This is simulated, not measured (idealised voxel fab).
process module | voxel gate over fins
cross-section cut | 180 nm wide | cells 5 nm
A cross-section is a grid of square cells, given in bands from the top down. A band is one or more rows of cells.
Each band's line starts with the height of the band's top and of its bottom, in nm. Then come its materials from left to right, each with its width in nm. One material with "throughout" fills the band from edge to edge. "air" is empty space.
Height 0 is the level under which the wafer as received is all one material. The lowest band goes on downwards, as in "0 down".
A width such as "30 to 40" changes by the same amount from each row of cells to the next, from the band's top row to its bottom row.
"no change" after a step means that no cell of the cross-section changed.
closed voids: empty space of 8 cells or more with no open way to the top, each as width x height at its distance from the left edge, in nm
after a step's settings: what the simulator itself notes on the step
overlay nm, on a step with a mask: how far to the right of its planned place the mask lay; to the left if negative
plan
1 op RECEIVE | material Si
2 op CONFORMAL_DEP | material SiN | thk nm 10
3 op DIRECTIONAL_DEP | material aC | thk nm 10
4 op PATTERN | tone cover | mask id FINS | material resist | width nm 15 | pitch nm 40 | thk nm 25 | overlay nm 0
5 op DIRECTIONAL_ETCH | etch materials aC | depth nm 10
6 op STRIP | etch materials resist
7 op DIRECTIONAL_ETCH | etch materials SiN | depth nm 10
8 op DIRECTIONAL_ETCH | etch materials Si | depth nm 30
9 op STRIP | etch materials aC
10 op OXIDIZE | depth nm 5
11 op FILL_DEP | material SiO2 | thk nm 15
12 op CMP | height nm 10
13 op SELECTIVE_ETCH | etch materials SiO2 | depth nm 25
14 op STRIP | etch materials SiN
15 op CONFORMAL_DEP | material HfO2 | thk nm 5
16 op CONFORMAL_DEP | material TiN | thk nm 5
17 op FILL_DEP | material W | thk nm 10
18 op CMP | height nm 15
19 op CONFORMAL_DEP | material SiCN | thk nm 10
as received, after step 1
  0 down: Si throughout
  closed voids: none
a wafer at the end: this start, this plan, one mistake
  25 to 15: SiCN throughout
  15 to 5: HfO2 25 | TiN 5 | HfO2 35 | TiN 5 | HfO2 35 | TiN 5 | HfO2 35 | TiN 5 | HfO2 30
  5 to 0: HfO2 throughout
  0 to -30: HfO2 20 | SiO2 5 | Si 5 | SiO2 5 | HfO2 25 | SiO2 5 | Si 5 | SiO2 5 | HfO2 25 | SiO2 5 | Si 5 | SiO2 5 | HfO2 25 | SiO2 5 | Si 5 | SiO2 5 | HfO2 25
  -30 to -35: SiO2 25 | Si 5 | SiO2 35 | Si 5 | SiO2 35 | Si 5 | SiO2 35 | Si 5 | SiO2 30
  -35 down: Si throughout
  closed voids: none
what went wrong: step 11 ran as: op FILL_DEP | material HfO2 | thk nm 15
